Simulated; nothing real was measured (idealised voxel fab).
The following is a process module called voxel fin reveal.
The width of the displayed cross-section, cut, is 190 nm; its cells are square, with a size of 5 nm.
Think of the cross-section as a grid of square cells. We describe it in bands, top to bottom, and each band covers one or more rows of those cells.
What a band's entry tells you: where the top is and where the bottom is, as heights in nm, and after that what lies inside, material by material from left to right, each with its width in nm. Empty space is written as the word "empty", and a single material marked with the word "edge to edge" occupies the band from edge to edge.
The level at which height equals 0 is the one under which the wafer, as it arrives, is entirely one material. No lower edge exists for the bottom band, which continues downward and is notated as in "0 -> down".
Quick explanation for "30..40": the width changes in equal steps down the rows of cells, from the first number in the band's top row to the second number in its bottom row.
A step reported as "no alterations made" is a step in which no cell of the cross-section changed.
If an empty space has no open way to the top and is at least 8 cells in size, "Catalogued sealed voids" lists it, written width x height at distance, where distance is measured from the left edge and every value is in nm.
Past the settings on a step's line: simulator remark, on that step.
You can add "overlay nm" to a step's line. For a step with a mask, it describes how far the mask lay to the right of its planned position, and a negative number describes a lay to the left.
## These are the steps we planned for the process
1. RECEIVE,material Si
2. CONFORMAL_DEP,material SiN,thk nm 5
3. MASKED_ETCH,tone cover,mask id FINS,width nm 15,pitch nm 40,etch materials SiN,depth nm 5,overlay nm 0
4. MASKED_ETCH,tone cover,mask id FINS,width nm 15,pitch nm 40,etch materials Si,depth nm 35,overlay nm 0
5. OXIDIZE,depth nm 5
6. FILL_DEP,material SiO2,thk nm 15
7. CMP,height nm 5
8. SELECTIVE_ETCH,etch materials SiO2,depth nm 15
9. STRIP,etch materials SiN
## Cross-section of the wafer upon arrival, representing the state reached after step 1
> 0 -> down | Si edge to edge
> Catalogued sealed voids: none
## The first of the two wafers as seen in cross-section once the module was finished; processing followed the plan
> 0 -> -10 | 30 nm empty, then 5 nm Si, then 35 nm empty, then 5 nm Si, then 35 nm empty, then 5 nm Si, then 35 nm empty, then 5 nm Si, then 35 nm empty
> -10 -> -40 | 30 nm SiO2, then 5 nm Si, then 35 nm SiO2, then 5 nm Si, then 35 nm SiO2, then 5 nm Si, then 35 nm SiO2, then 5 nm Si, then 35 nm SiO2
> -40 -> down | Si edge to edge
> Catalogued sealed voids: none
## Wafer two, sectioned after the module: the first wafer's start, the first wafer's plan, and one mistake in how it was run
> 0 -> -5 | 20 nm Si, then 25 nm empty, then 15 nm Si, then 25 nm empty, then 15 nm Si, then 25 nm empty, then 15 nm Si, then 25 nm empty, then 25 nm Si
> -5 -> down | Si edge to edge
> Catalogued sealed voids: none
Diagnosis: step 3 was processed under conditions differing from the plan, specifically as MASKED_ETCH,tone open,mask id FINS,width nm 15,pitch nm 40,etch materials SiN,depth nm 5,overlay nm 0
Wrapping up, a cell-based count of both wafers puts the second over or under the first for these materials: +252 Si, -204 SiO2
